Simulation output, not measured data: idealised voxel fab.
Process module under the name voxel spacer lines
Square cells of 5 nm make up the cross-section cut, whose width is 160 nm.
Reading order for cross-sections: top band down to bottom band. Underlying form: a grid of square cells. Band size: one or more rows of cells. In this notation a band is specified by the heights of its top and bottom, in that order and in nm, after which its materials appear from left to right, each paired with its width in nm. The word "edge to edge" attached to a single material means that material fills the band from edge to edge; the word "blank" stands for empty space. Basically, 0 is our baseline, since under it the wafer straight out of the box is all one material. The bottom band has no lower end and keeps on going down, so it looks like "0 and below". Width "30..40": first value at the band's top row of cells, second value at its bottom row, equal change from row to row. Any step labelled "identical to before" changed none of the cells in the cross-section. Entry "Closed void roster" = empty spaces >= 8 cells with no open way to the top; each as width x height at distance, distance from left edge, all nm. Note: text after step settings on the step line = simulator remark on that step. Steps that use a mask can have "overlay nm" on their line. It says how far the mask sat to the right of where it was meant to be. Negative means to the left.

[Steps in the process plan]
1 op RECEIVE | material Si
2 op CONFORMAL_DEP | material Al2O3 | thk nm 5
3 op DIRECTIONAL_DEP | material TiN | thk nm 15
4 op DIRECTIONAL_DEP | material polySi | thk nm 20
5 op PATTERN | tone cover | mask id MANDREL | material resist | width nm 25 | pitch nm 80 | thk nm 30 | overlay nm 0
6 op DIRECTIONAL_ETCH | etch materials polySi | depth nm 20
7 op STRIP | etch materials resist
8 op CONFORMAL_DEP | material SiO2 | thk nm 15
9 op DIRECTIONAL_ETCH | etch materials SiO2 | depth nm 15
10 op STRIP | etch materials polySi
11 op DIRECTIONAL_ETCH | etch materials TiN | depth nm 15
12 op STRIP | etch materials SiO2
13 op FILL_DEP | material lowk | thk nm 10
14 op CMP | height nm 20

[Cross-section, incoming material, after step 1]
	0 and below = Si edge to edge
	Closed void roster: none

[This is how the wafer looks in cross-section once the module is done, given the starting state and plan above and one mistake in carrying the plan out]
	20 down to 5 = lowk (5); TiN (15); lowk (25); TiN (15); lowk (25); TiN (15); lowk (25); TiN (15); lowk (20)
	5 down to 0 = Al2O3 edge to edge
	0 and below = Si edge to edge
	Closed void roster: none
Here's what went sideways: step 5, actual vs plan mismatch, actual run op PATTERN | tone cover | mask id MANDREL | material resist | width nm 25 | pitch nm 80 | thk nm 30 | overlay nm -5
